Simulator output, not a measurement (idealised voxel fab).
Presented below is a process module, voxel transistor to metal.
The cross-section shown here is cut; it is 170 nm wide and divided into square cells measuring 5 nm on a side.
A cross-section is written here as square cells arranged in a grid, and it is given in bands from the top down, each band taking up one or more rows of cells. Each band's line starts with the height of the band's top and of its bottom, in nm. Then come its materials from left to right, each with its width in nm. One material with "all across" fills the band from edge to edge. "empty" is empty space. Convention: height 0 is the level below which the wafer, as received, is all one material. The lowest band does not terminate at the bottom but continues downward, represented as "from 0 down". Width spec "30->40" -> top row of cells at first value, bottom row at second value, equal per-row change in between. For the purposes of this document, the phrase "no change occurred" attached to a step denotes that no cell within the cross-section was modified by that step. Closed-off voids of 8+ cells (no open route to the top) go in "Voids, sealed", written width x height at distance from the left edge, in nm. after a step's settings: what the simulator itself notes on the step. "overlay nm" on a masked step: distance the mask lay right of its planned place, negative for left.

# These are the steps we planned for the process
- 1: RECEIVE: material Si
- 2: OXIDIZE: depth nm 5
- 3: CONFORMAL_DEP: material SiN, thk nm 15
- 4: PATTERN: tone cover, mask id ACTIVE, material resist, width nm 95, thk nm 15, overlay nm 0
- 5: DIRECTIONAL_ETCH: etch materials SiN, depth nm 15
- 6: DIRECTIONAL_ETCH: etch materials SiO2, depth nm 5
- 7: DIRECTIONAL_ETCH: etch materials Si, depth nm 25
- 8: STRIP: etch materials resist
- 9: OXIDIZE: depth nm 5
- 10: FILL_DEP: material SiO2, thk nm 10
- 11: CMP: height nm 15
- 12: SELECTIVE_ETCH: etch materials SiO2, depth nm 15
- 13: STRIP: etch materials SiN
- 14: SELECTIVE_ETCH: etch materials SiO2, depth nm 5
- 15: OXIDIZE: depth nm 5
- 16: DIRECTIONAL_DEP: material polySi, thk nm 30
- 17: DIRECTIONAL_DEP: material SiCN, thk nm 10
- 18: MASKED_ETCH: tone cover, mask id GATE, width nm 25, etch materials SiCN, depth nm 20, overlay nm 0
- 19: MASKED_ETCH: tone cover, mask id GATE, width nm 25, etch materials polySi, depth nm 40, overlay nm 0
- 20: CONFORMAL_DEP: material SiN, thk nm 5
- 21: DIRECTIONAL_ETCH: etch materials SiN, depth nm 10
- 22: DIRECTIONAL_ETCH: etch materials SiO2, depth nm 5
- 23: EPI: material nSi, thk nm 5
- 24: FILL_DEP: material SiO2, thk nm 5
- 25: CMP: height nm 35
- 26: DIRECTIONAL_DEP: material SiO2, thk nm 15
- 27: PATTERN: tone open, mask id CONTACT, material resist, width nm 25, pitch nm 60, thk nm 15, overlay nm 0
- 28: DIRECTIONAL_ETCH: etch materials SiO2, depth nm 55
- 29: STRIP: etch materials resist
- 30: CONFORMAL_DEP: material TiN, thk nm 5
- 31: FILL_DEP: material Ru, thk nm 5
- 32: CMP: height nm 50
- 33: CONFORMAL_DEP: material SiN, thk nm 5
- 34: DIRECTIONAL_DEP: material SiO2, thk nm 20
- 35: PATTERN: tone open, mask id METAL_1, material resist, width nm 15, pitch nm 70, thk nm 15, overlay nm 0
- 36: DIRECTIONAL_ETCH: etch materials SiO2, depth nm 20
- 37: DIRECTIONAL_ETCH: etch materials SiN, depth nm 5
- 38: STRIP: etch materials resist
- 39: CONFORMAL_DEP: material TiN, thk nm 5
- 40: FILL_DEP: material Ru, thk nm 10
- 41: CMP: height nm 75
- 42: CONFORMAL_DEP: material SiN, thk nm 5
The thk nm used in step 20 is not the same on every wafer, whereas the starting condition is; the value printed in the plan is the first wafer's.

# This is how the first of several wafers looked in cross-section when it arrived, which is after step 1
- from 0 down  Si all across
- Voids, sealed: none

# Quick look at the cross-section of the first of several wafers after step 42, which wraps up the module
- from 80 to 75  SiN all across
- from 75 to 55  SiO2=40 / TiN=5 / Ru=5 / TiN=5 / SiO2=55 / TiN=5 / Ru=5 / TiN=5 / SiO2=45
- from 55 to 50  SiN=40 / TiN=15 / SiN=55 / TiN=15 / SiN=45
- from 50 to 35  SiO2=40 / TiN=5 / Ru=15 / TiN=5 / SiO2=35 / TiN=5 / Ru=15 / TiN=5 / SiO2=45
- from 35 to 30  SiO2=40 / TiN=5 / Ru=15 / TiN=5 / SiO2=5 / SiCN=25 / SiO2=5 / TiN=5 / Ru=15 / TiN=5 / SiO2=45
- from 30 to 25  SiO2=40 / TiN=5 / Ru=15 / TiN=5 / SiN=5 / SiCN=25 / SiN=5 / TiN=5 / Ru=15 / TiN=5 / SiO2=45
- from 25 to 0  SiO2=40 / TiN=5 / Ru=15 / TiN=5 / SiN=5 / polySi=25 / SiN=5 / TiN=5 / Ru=15 / TiN=5 / SiO2=45
- from 0 to -5  SiO2=40 / TiN=25 / SiN=5 / polySi=25 / SiN=5 / TiN=25 / SiO2=45
- from -5 to -10  SiO2=35 / nSi=30 / SiO2=35 / nSi=30 / SiO2=40
- from -10 to -35  SiO2=40 / Si=85 / SiO2=45
- from -35 down  Si all across
- Voids, sealed: none

# Final wafer cross-section at module end
- from 80 to 75  SiN all across
- from 75 to 55  SiO2=40 / TiN=5 / Ru=5 / TiN=5 / SiO2=55 / TiN=5 / Ru=5 / TiN=5 / SiO2=45
- from 55 to 50  SiN=40 / TiN=15 / SiN=55 / TiN=15 / SiN=45
- from 50 to 40  SiO2=40 / TiN=5 / Ru=15 / TiN=5 / SiO2=35 / TiN=5 / Ru=15 / TiN=5 / SiO2=45
- from 40 to 35  SiO2=40 / TiN=25 / SiO2=35 / TiN=25 / SiO2=45
- from 35 to 25  SiO2=40 / TiN=5 / SiN=25 / SiCN=25 / SiN=25 / TiN=5 / SiO2=45
- from 25 to 10  SiO2=40 / TiN=5 / SiN=25 / polySi=25 / SiN=25 / TiN=5 / SiO2=45
- from 10 to -5  SiN=70 / polySi=25 / SiN=75
- from -5 to -10  SiO2 all across
- from -10 to -35  SiO2=40 / Si=85 / SiO2=45
- from -35 down  Si all across
- Voids, sealed: none

# Per-wafer rows below. For each material: cells gained (+) or lost (-) since the wafer was received, as of end of module. Then: closed voids
thk nm 5; +68 Ru; -153 Si; +10 SiCN; +76 SiN; +429 SiO2; +72 TiN; +12 nSi; +30 polySi; Voids, sealed: none
thk nm 10; +52 Ru; -153 Si; +10 SiCN; +94 SiN; +429 SiO2; +72 TiN; +10 nSi; +30 polySi; Voids, sealed: none
thk nm 15; +34 Ru; -153 Si; +10 SiCN; +133 SiN; +422 SiO2; +68 TiN; +30 polySi; Voids, sealed: none
thk nm 20; +20 Ru; -153 Si; +10 SiCN; +168 SiN; +405 SiO2; +64 TiN; +30 polySi; Voids, sealed: none
thk nm 25; +20 Ru; -153 Si; +10 SiCN; +199 SiN; +388 SiO2; +50 TiN; +30 polySi; Voids, sealed: none
